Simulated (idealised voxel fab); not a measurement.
process module | voxel capacitor over wiring
cross-section cut | 300 nm wide | cells 5 nm
A cross-section is a grid of square cells, given in bands from the top down. A band is one or more rows of cells.
Each band's line starts with the height of the band's top and of its bottom, in nm. Then come its materials from left to right, each with its width in nm. One material with "throughout" fills the band from edge to edge. "air" is empty space.
Height 0 is the level under which the wafer as received is all one material. The lowest band goes on downwards, as in "0 down".
A width such as "30 to 40" changes by the same amount from each row of cells to the next, from the band's top row to its bottom row.
"no change" after a step means that no cell of the cross-section changed.
closed voids: empty space of 8 cells or more with no open way to the top, each as width x height at its distance from the left edge, in nm
after a step's settings: what the simulator itself notes on the step
overlay nm, on a step with a mask: how far to the right of its planned place the mask lay; to the left if negative
plan
1 op RECEIVE | material Si
2 op CONFORMAL_DEP | material SiO2 | thk nm 15
3 op DIRECTIONAL_DEP | material TiN | thk nm 5
4 op DIRECTIONAL_DEP | material Ru | thk nm 15
5 op DIRECTIONAL_DEP | material aC | thk nm 10
6 op PATTERN | tone cover | mask id METAL_1 | material resist | width nm 25 | pitch nm 80 | thk nm 25 | overlay nm 0
7 op DIRECTIONAL_ETCH | etch materials aC | depth nm 10
8 op STRIP | etch materials resist
9 op DIRECTIONAL_ETCH | etch materials Ru | depth nm 15
10 op DIRECTIONAL_ETCH | etch materials TiN | depth nm 5
11 op STRIP | etch materials aC
12 op FILL_DEP | material SiO2 | thk nm 10
13 op CMP | height nm 35
14 op CONFORMAL_DEP | material SiCN | thk nm 5
15 op DIRECTIONAL_DEP | material SiO2 | thk nm 20
16 op MASKED_ETCH | tone open | mask id PLUG_1 | width nm 15 | etch materials SiO2 | depth nm 20 | overlay nm 0
17 op MASKED_ETCH | tone open | mask id PLUG_1 | width nm 15 | etch materials SiCN | depth nm 5 | overlay nm 0
18 op CONFORMAL_DEP | material TiN | thk nm 5
19 op FILL_DEP | material Ru | thk nm 5
20 op CMP | height nm 60
21 op DIRECTIONAL_DEP | material TiN | thk nm 10
22 op DIRECTIONAL_DEP | material Al2O3 | thk nm 5
23 op DIRECTIONAL_DEP | material TiN | thk nm 5
24 op MASKED_ETCH | tone cover | mask id UPPER_PLATE | width nm 60 | etch materials TiN | depth nm 5 | overlay nm 0
25 op MASKED_ETCH | tone cover | mask id UPPER_PLATE | width nm 60 | etch materials Al2O3 | depth nm 5 | overlay nm 0
26 op MASKED_ETCH | tone cover | mask id LOWER_PLATE | width nm 70 | etch materials TiN | depth nm 10 | overlay nm 0
27 op FILL_DEP | material SiO2 | thk nm 15
28 op CMP | height nm 90
29 op DIRECTIONAL_DEP | material aC | thk nm 15
30 op PATTERN | tone open | mask id PLUG_2 | material resist | width nm 15 | thk nm 35 | overlay nm 0
31 op DIRECTIONAL_ETCH | etch materials aC | depth nm 15
32 op STRIP | etch materials resist
33 op DIRECTIONAL_ETCH | etch materials SiO2 | depth nm 10
34 op STRIP | etch materials aC
35 op CONFORMAL_DEP | material TiN | thk nm 5
36 op FILL_DEP | material Ru | thk nm 5
37 op CMP | height nm 90
38 op CONFORMAL_DEP | material SiN | thk nm 5
as received, after step 1
  0 down: Si throughout
  closed voids: none
first wafer at the end, as planned
  95 to 90: SiN throughout
  90 to 85: SiO2 115 | TiN 5 | Ru 5 | TiN 5 | SiO2 170
  85 to 75: SiO2 115 to 105 | TiN 15 to 60 | SiO2 170 to 135
  75 to 70: SiO2 105 | Al2O3 60 | SiO2 135
  70 to 60: SiO2 100 | TiN 70 | SiO2 130
  60 to 40: SiO2 105 | TiN 5 | Ru 5 | TiN 5 | SiO2 180
  40 to 35: SiCN 105 | TiN 15 | SiCN 180
  35 to 20: SiO2 95 | Ru 25 | SiO2 55 | Ru 25 | SiO2 100
  20 to 15: SiO2 95 | TiN 25 | SiO2 55 | TiN 25 | SiO2 100
  15 to 0: SiO2 throughout
  0 down: Si throughout
  closed voids: none
second wafer at the end: like start, like plan, one mistake
  95 to 90: SiN throughout
  90 to 85: SiO2 115 | TiN 5 | Ru 5 | TiN 5 | SiO2 170
  85 to 75: SiO2 115 to 105 | TiN 15 to 60 | SiO2 170 to 135
  75 to 70: SiO2 105 | Al2O3 60 | SiO2 135
  70 to 60: SiO2 100 | TiN 70 | SiO2 130
  60 to 40: SiO2 105 | TiN 5 | Ru 5 | TiN 5 | SiO2 180
  40 to 35: SiCN 105 | TiN 15 | SiCN 180
  35 to 30: SiO2 95 | TiN 25 | SiO2 55 | TiN 25 | SiO2 100
  30 to 0: SiO2 throughout
  0 down: Si throughout
  closed voids: none
what went wrong: step 2 was run twice
at the end the second wafer has, in cells: 30 fewer of Ru | 30 more of SiO2
